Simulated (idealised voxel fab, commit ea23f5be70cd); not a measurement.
The document below concerns the process module designated voxel wiring stack.
Cross-sectional view cut (width: 290 nm; square cell size: 5 nm).
Notation: cross-section as square-cell grid; stated in bands, top first, going down; one or more cell rows per band. A band entry consists of two parts. The first gives the height of the band's top and the height of its bottom, in nm. The rest lists the band's materials from left to right, each with its width in nm. A single material labelled with the word "throughout" fills the band from edge to edge, and the word "air" marks empty space. Beneath 0, the wafer as received is one material, and that level is where height counting begins. The lowest band goes on downward without a bottom; it is written like "from 0 down". Width "30 to 40": first value at the band's top row of cells, second value at its bottom row, equal change from row to row. Where the words "nothing was modified" appear for a step, the cross-section shows no cell changed by that step; every cell remained as before. Basically, "Unvented cavities" tells you about the enclosed voids: empty spaces with no open way to the top, 8 cells or bigger, each written width x height at distance, where distance is from the left edge, all in nm. If you see something after the settings on a step's line, that's the simulator's own remark about that step. Steps that use a mask can have "overlay nm" on their line. It says how far the mask sat to the right of where it was meant to be. Negative means to the left.

THE STEPS PLANNED FOR THE PROCESS ARE AS FOLLOWS
1) RECEIVE with material Si
2) CONFORMAL_DEP with material SiO2, thk nm 10
3) CONFORMAL_DEP with material SiCN, thk nm 5
4) DIRECTIONAL_DEP with material SiO2, thk nm 25
5) MASKED_ETCH with tone open, mask id METAL_1, width nm 20, pitch nm 45, etch materials SiO2, depth nm 25, overlay nm 0
6) MASKED_ETCH with tone open, mask id METAL_1, width nm 20, pitch nm 45, etch materials SiCN, depth nm 5, overlay nm 0
7) CONFORMAL_DEP with material TiN, thk nm 5
8) FILL_DEP with material Cu, thk nm 5
9) CMP with height nm 40
10) CONFORMAL_DEP with material SiCN, thk nm 5
11) DIRECTIONAL_DEP with material SiO2, thk nm 30
12) MASKED_ETCH with tone open, mask id METAL_2, width nm 20, pitch nm 45, etch materials SiO2, depth nm 15, overlay nm 0
13) PATTERN with tone open, mask id METAL_2_HOLES, material resist, width nm 15, thk nm 15, overlay nm 0
14) DIRECTIONAL_ETCH with etch materials SiO2, depth nm 15
15) DIRECTIONAL_ETCH with etch materials SiCN, depth nm 5
16) STRIP with etch materials resist
17) CONFORMAL_DEP with material TiN, thk nm 5
18) FILL_DEP with material Cu, thk nm 5
19) CMP with height nm 75
20) CONFORMAL_DEP with material SiCN, thk nm 5
21) DIRECTIONAL_DEP with material lowk, thk nm 30
22) PATTERN with tone open, mask id METAL_3_HOLES, material resist, width nm 15, pitch nm 45, thk nm 20, overlay nm 0
23) DIRECTIONAL_ETCH with etch materials lowk, depth nm 30
24) STRIP with etch materials resist
25) MASKED_ETCH with tone open, mask id METAL_3, width nm 20, pitch nm 45, etch materials lowk, depth nm 15, overlay nm 0
26) MASKED_ETCH with tone open, mask id METAL_3, width nm 20, pitch nm 45, etch materials SiCN, depth nm 5, overlay nm 0
27) CONFORMAL_DEP with material TiN, thk nm 5
28) FILL_DEP with material Ru, thk nm 5
29) CMP with height nm 110
30) CONFORMAL_DEP with material SiCN, thk nm 5
31) DIRECTIONAL_DEP with material lowk, thk nm 35
32) DIRECTIONAL_DEP with material aC, thk nm 10
33) PATTERN with tone open, mask id METAL_4_HOLES, material resist, width nm 15, thk nm 25, overlay nm 0
34) DIRECTIONAL_ETCH with etch materials aC, depth nm 10
35) STRIP with etch materials resist
36) DIRECTIONAL_ETCH with etch materials lowk, depth nm 35
37) STRIP with etch materials aC
38) PATTERN with tone open, mask id METAL_4, material resist, width nm 20, pitch nm 45, thk nm 15, overlay nm 0
39) DIRECTIONAL_ETCH with etch materials lowk, depth nm 20
40) DIRECTIONAL_ETCH with etch materials SiCN, depth nm 5
41) STRIP with etch materials resist
42) CONFORMAL_DEP with material TiN, thk nm 5
43) FILL_DEP with material Cu, thk nm 10
44) CMP with height nm 150
45) CONFORMAL_DEP with material SiN, thk nm 5

DELIVERED WAFER IN CROSS-SECTION: STATE AFTER STEP 1
    from 0 down: Si throughout
    Unvented cavities: none

BELOW IS THE WAFER IN CROSS-SECTION AFTER THE MODULE WAS COMPLETED. IT BEGAN FROM THE STARTING POINT SHOWN ABOVE AND FOLLOWED THE PLAN SHOWN ABOVE, EXCEPT THAT ONE MISTAKE WAS MADE WHILE RUNNING IT
    from 155 to 150: SiN throughout
    from 150 to 135: 110 nm lowk  5 nm TiN  10 nm Cu  5 nm TiN  25 nm lowk  5 nm TiN  10 nm Cu  5 nm TiN  115 nm lowk
    from 135 to 130: 110 nm lowk  5 nm TiN  5 nm Cu  10 nm TiN  25 nm lowk  20 nm TiN  115 nm lowk
    from 130 to 115: 110 nm lowk  5 nm TiN  5 nm Cu  5 nm TiN  165 nm lowk
    from 115 to 110: 110 nm SiCN  15 nm TiN  165 nm SiCN
    from 110 to 100: 110 nm lowk  5 nm TiN  10 nm Ru  5 nm TiN  25 nm lowk  5 nm TiN  10 nm Ru  5 nm TiN  115 nm lowk
    from 100 to 95: 110 nm lowk  5 nm TiN  5 nm Ru  10 nm TiN  25 nm lowk  5 nm TiN  5 nm Ru  10 nm TiN  115 nm lowk
    from 95 to 80: 110 nm lowk  5 nm TiN  5 nm Ru  5 nm TiN  30 nm lowk  5 nm TiN  5 nm Ru  5 nm TiN  120 nm lowk
    from 80 to 75: 110 nm SiCN  15 nm TiN  30 nm SiCN  15 nm TiN  120 nm SiCN
    from 75 to 65: 110 nm SiO2  5 nm TiN  10 nm Cu  5 nm TiN  25 nm SiO2  5 nm TiN  10 nm Cu  5 nm TiN  115 nm SiO2
    from 65 to 60: 110 nm SiO2  5 nm TiN  5 nm Cu  10 nm TiN  25 nm SiO2  20 nm TiN  115 nm SiO2
    from 60 to 45: 110 nm SiO2  5 nm TiN  5 nm Cu  5 nm TiN  165 nm SiO2
    from 45 to 40: 110 nm SiCN  15 nm TiN  165 nm SiCN
    from 40 to 20: 105 nm Cu  5 nm TiN  20 nm SiO2  5 nm TiN  15 nm Cu  5 nm TiN  20 nm SiO2  5 nm TiN  110 nm Cu
    from 20 to 15: 110 nm TiN  20 nm SiO2  25 nm TiN  20 nm SiO2  115 nm TiN
    from 15 to 10: SiCN throughout
    from 10 to 0: SiO2 throughout
    from 0 down: Si throughout
    Unvented cavities: none
what went wrong: step 5 did not happen as planned, as run it was MASKED_ETCH with tone cover, mask id METAL_1, width nm 20, pitch nm 45, etch materials SiO2, depth nm 25, overlay nm 0
